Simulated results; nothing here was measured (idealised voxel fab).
The process module that follows is named voxel ribs on slabs.
The cross-section shown here is cut; it is 270 nm wide and divided into square cells measuring 5 nm on a side.
Cross-section layout: square cells on a grid; listed as bands, top to bottom; a band spans one or more cell rows. First you get the band's top height and its bottom height, in nm, and then the materials it's made of, left to right, with each width in nm. If you see a single material with "all across", that one covers the band edge to edge. "air" is empty space. Heights from 0 (as-received wafer is one material below). Bottom band endless downward, as "from 0 down". When a width is written as two numbers, as in "30..40", the first number is the width in the top row of cells of the band and the second is the width in its bottom row, and the width changes by the same amount from each row to the next. "nothing was modified" for a step: no cell of the cross-section changed in that step. "Sealed voids": sealed empty spaces, 8 cells or more, no open way to top, listed width x height at distance, with distance from the left edge and width, height and distance in nm. Post-settings text on a step line: simulator's own remark regarding the step. You can add "overlay nm" to a step's line. For a step with a mask, it describes how far the mask lay to the right of its planned position, and a negative number describes a lay to the left.

Planned step list for the process
1,op RECEIVE | material Si
2,op DIRECTIONAL_DEP | material SiO2 | thk nm 30
3,op DIRECTIONAL_DEP | material polySi | thk nm 25
4,op MASKED_ETCH | tone cover | mask id RIB | width nm 20 | etch materials polySi | depth nm 5 | overlay nm -15
5,op MASKED_ETCH | tone cover | mask id SLAB | width nm 80 | etch materials polySi | depth nm 20 | overlay nm 0
6,op FILL_DEP | material SiO2 | thk nm 30
7,op CMP | height nm 75
8,op DIRECTIONAL_DEP | material W | thk nm 10
9,op PATTERN | tone cover | mask id HEATER | material resist | width nm 30 | thk nm 15 | overlay nm 0
10,op DIRECTIONAL_ETCH | etch materials W | depth nm 10
11,op STRIP | etch materials resist
12,op CONFORMAL_DEP | material SiO2 | thk nm 10
Variable across wafers: step 4 overlay nm (plan value is that of the first wafer; starting state common to all).

first wafer as received, after step 1
- from 0 down = Si all across
- Sealed voids: none

Cross-section of the first of several wafers once the module has run through its last step, step 12
- from 95 to 85 = air (110) / SiO2 (50) / air (110)
- from 85 to 75 = SiO2 (120) / W (30) / SiO2 (120)
- from 75 to 55 = SiO2 all across
- from 55 to 50 = SiO2 (110) / polySi (20) / SiO2 (140)
- from 50 to 30 = SiO2 (95) / polySi (80) / SiO2 (95)
- from 30 to 0 = SiO2 all across
- from 0 down = Si all across
- Sealed voids: none

End of module, last wafer sectioned
- from 95 to 85 = air (110) / SiO2 (50) / air (110)
- from 85 to 75 = SiO2 (120) / W (30) / SiO2 (120)
- from 75 to 55 = SiO2 all across
- from 55 to 50 = SiO2 (140) / polySi (20) / SiO2 (110)
- from 50 to 30 = SiO2 (95) / polySi (80) / SiO2 (95)
- from 30 to 0 = SiO2 all across
- from 0 down = Si all across
- Sealed voids: none

Where each wafer stands at the end of the module, a row apiece: cells of each material gained (+) or lost (-) since it was received, then closed voids
overlay nm -15, +858 SiO2, +12 W, +68 polySi, Sealed voids: none
overlay nm -10, +858 SiO2, +12 W, +68 polySi, Sealed voids: none
overlay nm -5, +858 SiO2, +12 W, +68 polySi, Sealed voids: none
overlay nm 0, +858 SiO2, +12 W, +68 polySi, Sealed voids: none
overlay nm 5, +858 SiO2, +12 W, +68 polySi, Sealed voids: none
overlay nm 10, +858 SiO2, +12 W, +68 polySi, Sealed voids: none
overlay nm 15, +858 SiO2, +12 W, +68 polySi, Sealed voids: none
